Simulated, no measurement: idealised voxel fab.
Process module name: voxel capacitor over wiring
The figure presents cross-section cut, which has a width of 150 nm and is divided into square cells with an edge length of 5 nm.
This document writes a cross-section as a grid whose cells are square, and gives it as bands, listed from the top down; one or more rows of cells form a band. In this notation a band is specified by the heights of its top and bottom, in that order and in nm, after which its materials appear from left to right, each paired with its width in nm. The word "throughout" attached to a single material means that material fills the band from edge to edge; the word "empty" stands for empty space. Basically, 0 is our baseline, since under it the wafer straight out of the box is all one material. The bottom band has no lower end and keeps on going down, so it looks like "z 0 and below". Graded width ("30 to 40"): value in top row of band = first number; value in bottom row = second number; row-to-row change constant. Any step labelled "no change" changed none of the cells in the cross-section. "Fully sealed cavities" contains a list of empty spaces, each no smaller than 8 cells and without an open way to the top, written in the form width x height at distance with the distance from the left edge and all three in nm. The remark found on a step's line after its settings is issued by the simulator itself and pertains to that step. Regarding "overlay nm": on a step with a mask, it is the distance the mask lay to the right of its planned place; a negative value places it to the left.

[Steps in the process plan]
1,op RECEIVE | material Si
2,op CONFORMAL_DEP | material SiO2 | thk nm 15
3,op CONFORMAL_DEP | material SiN | thk nm 5
4,op DIRECTIONAL_DEP | material lowk | thk nm 25
5,op PATTERN | tone open | mask id METAL_1 | material resist | width nm 25 | pitch nm 95 | thk nm 20 | overlay nm 0
6,op DIRECTIONAL_ETCH | etch materials lowk | depth nm 25
7,op DIRECTIONAL_ETCH | etch materials SiN | depth nm 5
8,op STRIP | etch materials resist
9,op CONFORMAL_DEP | material TiN | thk nm 5
10,op FILL_DEP | material Cu | thk nm 10
11,op CMP | height nm 45
12,op CONFORMAL_DEP | material SiCN | thk nm 5
13,op DIRECTIONAL_DEP | material lowk | thk nm 20
14,op DIRECTIONAL_DEP | material aC | thk nm 15
15,op PATTERN | tone open | mask id PLUG_1 | material resist | width nm 15 | thk nm 35 | overlay nm 0
16,op DIRECTIONAL_ETCH | etch materials aC | depth nm 15
17,op STRIP | etch materials resist
18,op DIRECTIONAL_ETCH | etch materials lowk | depth nm 20
19,op DIRECTIONAL_ETCH | etch materials SiCN | depth nm 5
20,op STRIP | etch materials aC
21,op CONFORMAL_DEP | material TiN | thk nm 5
22,op FILL_DEP | material Ru | thk nm 10
23,op CMP | height nm 70
24,op DIRECTIONAL_DEP | material TiN | thk nm 5
25,op DIRECTIONAL_DEP | material Al2O3 | thk nm 5
26,op DIRECTIONAL_DEP | material TiN | thk nm 10
27,op DIRECTIONAL_DEP | material aC | thk nm 10
28,op PATTERN | tone cover | mask id UPPER_PLATE | material resist | width nm 75 | thk nm 30 | overlay nm 0
29,op DIRECTIONAL_ETCH | etch materials aC | depth nm 10
30,op STRIP | etch materials resist
31,op DIRECTIONAL_ETCH | etch materials TiN | depth nm 10
32,op DIRECTIONAL_ETCH | etch materials Al2O3 | depth nm 5
33,op STRIP | etch materials aC
34,op MASKED_ETCH | tone cover | mask id LOWER_PLATE | width nm 85 | etch materials TiN | depth nm 5 | overlay nm 0
35,op FILL_DEP | material SiO2 | thk nm 20
36,op CMP | height nm 105
37,op DIRECTIONAL_DEP | material aC | thk nm 15
38,op PATTERN | tone open | mask id PLUG_2 | material resist | width nm 15 | thk nm 30 | overlay nm 0
39,op DIRECTIONAL_ETCH | etch materials aC | depth nm 15
40,op STRIP | etch materials resist
41,op DIRECTIONAL_ETCH | etch materials SiO2 | depth nm 15
42,op STRIP | etch materials aC
43,op CONFORMAL_DEP | material TiN | thk nm 5
44,op FILL_DEP | material Cu | thk nm 10
45,op CMP | height nm 105
46,op CONFORMAL_DEP | material SiN | thk nm 5

[This is the cross-section of the wafer as we received it, i.e. after step 1]
  z 0 and below | Si throughout
  Fully sealed cavities: none

[As-planned run: cross-section of the first of two wafers at end of module]
  z 110 to 105 | SiN throughout
  z 105 to 95 | SiO2 35  TiN 5  Cu 5  TiN 5  SiO2 100
  z 95 to 90 | SiO2 35  TiN 15  SiO2 100
  z 90 to 80 | SiO2 25  TiN 75  SiO2 50
  z 80 to 75 | SiO2 25  Al2O3 75  SiO2 50
  z 75 to 70 | SiO2 20  TiN 85  SiO2 45
  z 70 to 50 | lowk 25  TiN 5  Ru 5  TiN 5  lowk 110
  z 50 to 45 | SiCN 25  TiN 15  SiCN 110
  z 45 to 20 | lowk 15  TiN 5  Cu 15  TiN 5  lowk 70  TiN 5  Cu 15  TiN 5  lowk 15
  z 20 to 15 | SiN 15  TiN 25  SiN 70  TiN 25  SiN 15
  z 15 to 0 | SiO2 throughout
  z 0 and below | Si throughout
  Fully sealed cavities: none

[Cross-section, wafer two of two, end of module: same start and plan as wafer one, one error in execution]
  z 110 to 105 | SiN throughout
  z 105 to 95 | SiO2 35  TiN 5  Cu 5  TiN 5  SiO2 100
  z 95 to 90 | SiO2 35  TiN 15  SiO2 100
  z 90 to 80 | SiO2 25  TiN 75  SiO2 50
  z 80 to 75 | SiO2 25  Al2O3 75  SiO2 50
  z 75 to 70 | SiO2 20  TiN 85  SiO2 45
  z 70 to 65 | SiCN 25  TiN 15  SiCN 110
  z 65 to 45 | lowk throughout
  z 45 to 20 | lowk 15  TiN 5  Cu 15  TiN 5  lowk 70  TiN 5  Cu 15  TiN 5  lowk 15
  z 20 to 15 | SiN 15  TiN 25  SiN 70  TiN 25  SiN 15
  z 15 to 0 | SiO2 throughout
  z 0 and below | Si throughout
  Fully sealed cavities: none
Finding, execution versus plan: steps 12 and 13 of the plan were run in the wrong order, each in the other's place
Wrapping up, a cell-based count of both wafers puts the second over or under the first for these materials: Ru: 4 fewer, TiN: 8 fewer, lowk: 12 more
